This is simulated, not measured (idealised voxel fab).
A process module follows: voxel self aligned contacts.
Pictured: cross-section cut, 230 nm wide, on a grid of 5 nm square cells.
We lay out every cross-section as a grid of square cells and spell it out in bands from the top down, where one band means one or more rows of cells. Heights first: top, then bottom, in nm. Then materials, left to right, each with a width in nm. "all across" on a single material: fills the band edge to edge. "blank": empty space. Heights are reckoned from 0. Under this level, the received wafer is all of one material. The bottommost band is open-ended downward, for example "0 and below". Width: "30->40" (first number = top row, second number = bottom row, same change from row to row of cells). "nothing different" for a step: no cell of the cross-section changed in that step. Closed-off voids of 8+ cells (no open route to the top) go in "Non-vented voids", written width x height at distance from the left edge, in nm. That trailing text on a step's line, after the settings, is the simulator's own remark on the step. A step line may carry the setting "overlay nm", which, for steps involving a mask, states the distance by which the mask lay to the right of its intended position; negative values denote displacement to the left.
-- List of planned process steps
1) RECEIVE: material Si
2) OXIDIZE: depth nm 5
3) DIRECTIONAL_DEP: material polySi, thk nm 30
4) DIRECTIONAL_DEP: material SiN, thk nm 25
5) PATTERN: tone cover, mask id GATE, material resist, width nm 30, pitch nm 65, thk nm 20, overlay nm 0
6) DIRECTIONAL_ETCH: etch materials SiN, depth nm 25
7) DIRECTIONAL_ETCH: etch materials polySi, depth nm 30
8) STRIP: etch materials resist
9) CONFORMAL_DEP: material SiN, thk nm 10
10) DIRECTIONAL_ETCH: etch materials SiN, depth nm 10
11) FILL_DEP: material SiO2, thk nm 20
12) CMP: height nm 65
13) DIRECTIONAL_DEP: material aC, thk nm 15
14) PATTERN: tone open, mask id CONTACT, material resist, width nm 45, pitch nm 65, thk nm 35, overlay nm 0
15) DIRECTIONAL_ETCH: etch materials aC, depth nm 15
16) STRIP: etch materials resist
17) DIRECTIONAL_ETCH: etch materials SiO2, depth nm 70
18) STRIP: etch materials aC
19) CONFORMAL_DEP: material TiN, thk nm 5
20) FILL_DEP: material W, thk nm 10
21) CMP: height nm 65
22) CONFORMAL_DEP: material SiCN, thk nm 5
-- Of two wafers, the first: run according to plan
-- Delivered wafer in cross-section: state after step 1
	0 and below = Si all across
	Non-vented voids: none
-- Take a look at the wafer's cross-section after step 2
	0 down to -5 = SiO2 all across
	For the remainder of the cross-section, below -5, there is no change.
-- Take a look at the wafer's cross-section after step 3
	30 down to 0 = polySi all across
	For the remainder of the cross-section, below 0, there is no change.
-- Take a look at the wafer's cross-section after step 4
	55 down to 30 = SiN all across
	For the remainder of the cross-section, below 30, there is no change.
-- Take a look at the wafer's cross-section after step 5
	75 down to 55 = 35 blank, then 30 resist, then 35 blank, then 30 resist, then 35 blank, then 30 resist, then 35 blank
	For the remainder of the cross-section, below 55, there is no change.
-- Take a look at the wafer's cross-section after step 6
	75 down to 55 = 35 blank, then 30 resist, then 35 blank, then 30 resist, then 35 blank, then 30 resist, then 35 blank
	55 down to 30 = 35 blank, then 30 SiN, then 35 blank, then 30 SiN, then 35 blank, then 30 SiN, then 35 blank
	For the remainder of the cross-section, below 30, there is no change.
-- Take a look at the wafer's cross-section after step 7
	75 down to 55 = 35 blank, then 30 resist, then 35 blank, then 30 resist, then 35 blank, then 30 resist, then 35 blank
	55 down to 30 = 35 blank, then 30 SiN, then 35 blank, then 30 SiN, then 35 blank, then 30 SiN, then 35 blank
	30 down to 0 = 35 blank, then 30 polySi, then 35 blank, then 30 polySi, then 35 blank, then 30 polySi, then 35 blank
	For the remainder of the cross-section, below 0, there is no change.
-- Take a look at the wafer's cross-section after step 8
	55 down to 30 = 35 blank, then 30 SiN, then 35 blank, then 30 SiN, then 35 blank, then 30 SiN, then 35 blank
	For the remainder of the cross-section, below 30, there is no change.
-- Take a look at the wafer's cross-section after step 9
	65 down to 30 = 25 blank, then 50 SiN, then 15 blank, then 50 SiN, then 15 blank, then 50 SiN, then 25 blank
	30 down to 10 = 25 blank, then 10 SiN, then 30 polySi, then 10 SiN, then 15 blank, then 10 SiN, then 30 polySi, then 10 SiN, then 15 blank, then 10 SiN, then 30 polySi, then 10 SiN, then 25 blank
	10 down to 0 = 35 SiN, then 30 polySi, then 35 SiN, then 30 polySi, then 35 SiN, then 30 polySi, then 35 SiN
	For the remainder of the cross-section, below 0, there is no change.
-- Take a look at the wafer's cross-section after step 10
	55 down to 30 = 25 blank, then 50 SiN, then 15 blank, then 50 SiN, then 15 blank, then 50 SiN, then 25 blank
	30 down to 0 = 25 blank, then 10 SiN, then 30 polySi, then 10 SiN, then 15 blank, then 10 SiN, then 30 polySi, then 10 SiN, then 15 blank, then 10 SiN, then 30 polySi, then 10 SiN, then 25 blank
	For the remainder of the cross-section, below 0, there is no change.
-- Take a look at the wafer's cross-section after step 11
	75 down to 55 = SiO2 all across
	55 down to 30 = 25 SiO2, then 50 SiN, then 15 SiO2, then 50 SiN, then 15 SiO2, then 50 SiN, then 25 SiO2
	30 down to 0 = 25 SiO2, then 10 SiN, then 30 polySi, then 10 SiN, then 15 SiO2, then 10 SiN, then 30 polySi, then 10 SiN, then 15 SiO2, then 10 SiN, then 30 polySi, then 10 SiN, then 25 SiO2
	For the remainder of the cross-section, below 0, there is no change.
-- Take a look at the wafer's cross-section after step 12
	65 down to 55 = SiO2 all across
	For the remainder of the cross-section, below 55, there is no change.
-- Take a look at the wafer's cross-section after step 13
	80 down to 65 = aC all across
	For the remainder of the cross-section, below 65, there is no change.
-- Take a look at the wafer's cross-section after step 14
	115 down to 80 = 60 resist, then 45 blank, then 20 resist, then 45 blank, then 60 resist
	For the remainder of the cross-section, below 80, there is no change.
-- Take a look at the wafer's cross-section after step 15
	100 down to 80 = 60 resist, then 45 blank, then 20 resist, then 45 blank, then 60 resist
	80 down to 65 = 60 aC, then 45 blank, then 20 aC, then 45 blank, then 60 aC
	For the remainder of the cross-section, below 65, there is no change.
-- Take a look at the wafer's cross-section after step 16
	80 down to 65 = 60 aC, then 45 blank, then 20 aC, then 45 blank, then 60 aC
	For the remainder of the cross-section, below 65, there is no change.
-- Take a look at the wafer's cross-section after step 17
	80 down to 65 = 60 aC, then 45 blank, then 20 aC, then 45 blank, then 60 aC
	65 down to 55 = 60 SiO2, then 45 blank, then 20 SiO2, then 45 blank, then 60 SiO2
	55 down to 30 = 25 SiO2, then 50 SiN, then 15 blank, then 50 SiN, then 15 blank, then 50 SiN, then 25 SiO2
	30 down to 0 = 25 SiO2, then 10 SiN, then 30 polySi, then 10 SiN, then 15 blank, then 10 SiN, then 30 polySi, then 10 SiN, then 15 blank, then 10 SiN, then 30 polySi, then 10 SiN, then 25 SiO2
	0 down to -5 = 75 SiO2, then 15 blank, then 50 SiO2, then 15 blank, then 75 SiO2
	For the remainder of the cross-section, below -5, there is no change.
-- Take a look at the wafer's cross-section after step 18
	65 down to 55 = 60 SiO2, then 45 blank, then 20 SiO2, then 45 blank, then 60 SiO2
	For the remainder of the cross-section, below 55, there is no change.
-- Take a look at the wafer's cross-section after step 19
	70 down to 65 = 65 TiN, then 35 blank, then 30 TiN, then 35 blank, then 65 TiN
	65 down to 55 = 60 SiO2, then 5->20 TiN, then 35->5 blank, then 5->20 TiN, then 20 SiO2, then 5->20 TiN, then 35->5 blank, then 5->20 TiN, then 60 SiO2
	55 down to 30 = 25 SiO2, then 50 SiN, then 5 TiN, then 5 blank, then 5 TiN, then 50 SiN, then 5 TiN, then 5 blank, then 5 TiN, then 50 SiN, then 25 SiO2
	30 down to 0 = 25 SiO2, then 10 SiN, then 30 polySi, then 10 SiN, then 5 TiN, then 5 blank, then 5 TiN, then 10 SiN, then 30 polySi, then 10 SiN, then 5 TiN, then 5 blank, then 5 TiN, then 10 SiN, then 30 polySi, then 10 SiN, then 25 SiO2
	0 down to -5 = 75 SiO2, then 15 TiN, then 50 SiO2, then 15 TiN, then 75 SiO2
	For the remainder of the cross-section, below -5, there is no change.
-- Take a look at the wafer's cross-section after step 20
	80 down to 70 = W all across
	70 down to 65 = 65 TiN, then 35 W, then 30 TiN, then 35 W, then 65 TiN
	65 down to 55 = 60 SiO2, then 5->20 TiN, then 35->5 W, then 5->20 TiN, then 20 SiO2, then 5->20 TiN, then 35->5 W, then 5->20 TiN, then 60 SiO2
	55 down to 30 = 25 SiO2, then 50 SiN, then 5 TiN, then 5 W, then 5 TiN, then 50 SiN, then 5 TiN, then 5 W, then 5 TiN, then 50 SiN, then 25 SiO2
	30 down to 0 = 25 SiO2, then 10 SiN, then 30 polySi, then 10 SiN, then 5 TiN, then 5 W, then 5 TiN, then 10 SiN, then 30 polySi, then 10 SiN, then 5 TiN, then 5 W, then 5 TiN, then 10 SiN, then 30 polySi, then 10 SiN, then 25 SiO2
	For the remainder of the cross-section, below 0, there is no change.
-- Take a look at the wafer's cross-section after step 21
	65 down to 55 = 60 SiO2, then 5->20 TiN, then 35->5 W, then 5->20 TiN, then 20 SiO2, then 5->20 TiN, then 35->5 W, then 5->20 TiN, then 60 SiO2
	For the remainder of the cross-section, below 55, there is no change.
-- Take a look at the wafer's cross-section after step 22
	70 down to 65 = SiCN all across
	For the remainder of the cross-section, below 65, there is no change.
-- Second of two: same start, same plan, one run error; steps up to and including 3 match the first
-- Second wafer shown in cross-section at the time step 4 was slated to end
	80 down to 30 = SiN all across
	For the remainder of the cross-section, below 30, there is no change.
-- Second wafer shown in cross-section at the time step 5 was slated to end
	100 down to 80 = 35 blank, then 30 resist, then 35 blank, then 30 resist, then 35 blank, then 30 resist, then 35 blank
	For the remainder of the cross-section, below 80, there is no change.
-- Second wafer shown in cross-section at the time step 6 was slated to end
	100 down to 80 = 35 blank, then 30 resist, then 35 blank, then 30 resist, then 35 blank, then 30 resist, then 35 blank
	80 down to 55 = 35 blank, then 30 SiN, then 35 blank, then 30 SiN, then 35 blank, then 30 SiN, then 35 blank
	For the remainder of the cross-section, below 55, there is no change.
Second wafer shown in cross-section at the time step 7 was slated to end: nothing different
-- Second wafer shown in cross-section at the time step 8 was slated to end
	80 down to 55 = 35 blank, then 30 SiN, then 35 blank, then 30 SiN, then 35 blank, then 30 SiN, then 35 blank
	For the remainder of the cross-section, below 55, there is no change.
-- Second wafer shown in cross-section at the time step 9 was slated to end
	90 down to 65 = 25 blank, then 50 SiN, then 15 blank, then 50 SiN, then 15 blank, then 50 SiN, then 25 blank
	65 down to 30 = SiN all across
	For the remainder of the cross-section, below 30, there is no change.
-- Second wafer shown in cross-section at the time step 10 was slated to end
	80 down to 55 = 25 blank, then 50 SiN, then 15 blank, then 50 SiN, then 15 blank, then 50 SiN, then 25 blank
	For the remainder of the cross-section, below 55, there is no change.
-- Second wafer shown in cross-section at the time step 11 was slated to end
	100 down to 80 = SiO2 all across
	80 down to 55 = 25 SiO2, then 50 SiN, then 15 SiO2, then 50 SiN, then 15 SiO2, then 50 SiN, then 25 SiO2
	For the remainder of the cross-section, below 55, there is no change.
-- Second wafer shown in cross-section at the time step 12 was slated to end
	65 down to 55 = 25 SiO2, then 50 SiN, then 15 SiO2, then 50 SiN, then 15 SiO2, then 50 SiN, then 25 SiO2
	For the remainder of the cross-section, below 55, there is no change.
-- Second wafer shown in cross-section at the time step 13 was slated to end
	80 down to 65 = aC all across
	For the remainder of the cross-section, below 65, there is no change.
-- Second wafer shown in cross-section at the time step 14 was slated to end
	115 down to 80 = 60 resist, then 45 blank, then 20 resist, then 45 blank, then 60 resist
	For the remainder of the cross-section, below 80, there is no change.
-- Second wafer shown in cross-section at the time step 15 was slated to end
	100 down to 80 = 60 resist, then 45 blank, then 20 resist, then 45 blank, then 60 resist
	80 down to 65 = 60 aC, then 45 blank, then 20 aC, then 45 blank, then 60 aC
	For the remainder of the cross-section, below 65, there is no change.
-- Second wafer shown in cross-section at the time step 16 was slated to end
	80 down to 65 = 60 aC, then 45 blank, then 20 aC, then 45 blank, then 60 aC
	For the remainder of the cross-section, below 65, there is no change.
-- Second wafer shown in cross-section at the time step 17 was slated to end
	80 down to 65 = 60 aC, then 45 blank, then 20 aC, then 45 blank, then 60 aC
	65 down to 55 = 25 SiO2, then 50 SiN, then 15 blank, then 50 SiN, then 15 blank, then 50 SiN, then 25 SiO2
	For the remainder of the cross-section, below 55, there is no change.
-- Second wafer shown in cross-section at the time step 18 was slated to end
	65 down to 55 = 25 SiO2, then 50 SiN, then 15 blank, then 50 SiN, then 15 blank, then 50 SiN, then 25 SiO2
	For the remainder of the cross-section, below 55, there is no change.
-- Second wafer shown in cross-section at the time step 19 was slated to end
	70 down to 65 = 80 TiN, then 5 blank, then 60 TiN, then 5 blank, then 80 TiN
	65 down to 60 = 25 SiO2, then 50 SiN, then 5 TiN, then 5 blank, then 5 TiN, then 50 SiN, then 5 TiN, then 5 blank, then 5 TiN, then 50 SiN, then 25 SiO2
	60 down to 55 = 25 SiO2, then 50 SiN, then 15 TiN, then 50 SiN, then 15 TiN, then 50 SiN, then 25 SiO2
	For the remainder of the cross-section, below 55, there is no change.
-- Second wafer shown in cross-section at the time step 20 was slated to end
	80 down to 70 = W all across
	70 down to 65 = 80 TiN, then 5 W, then 60 TiN, then 5 W, then 80 TiN
	65 down to 60 = 25 SiO2, then 50 SiN, then 5 TiN, then 5 W, then 5 TiN, then 50 SiN, then 5 TiN, then 5 W, then 5 TiN, then 50 SiN, then 25 SiO2
	For the remainder of the cross-section, below 60, there is no change.
-- Second wafer shown in cross-section at the time step 21 was slated to end
	65 down to 60 = 25 SiO2, then 50 SiN, then 5 TiN, then 5 W, then 5 TiN, then 50 SiN, then 5 TiN, then 5 W, then 5 TiN, then 50 SiN, then 25 SiO2
	For the remainder of the cross-section, below 60, there is no change.
-- Second wafer shown in cross-section at the time step 22 was slated to end
	70 down to 65 = SiCN all across
	For the remainder of the cross-section, below 65, there is no change.
Which mistake was made when the wafer was run? in the plan, step 4 was performed twice
The closing comparison, in cells, has the second wafer with more or fewer of some materials than the first: SiN +68; SiO2 -140; TiN -60; W -36; polySi +168
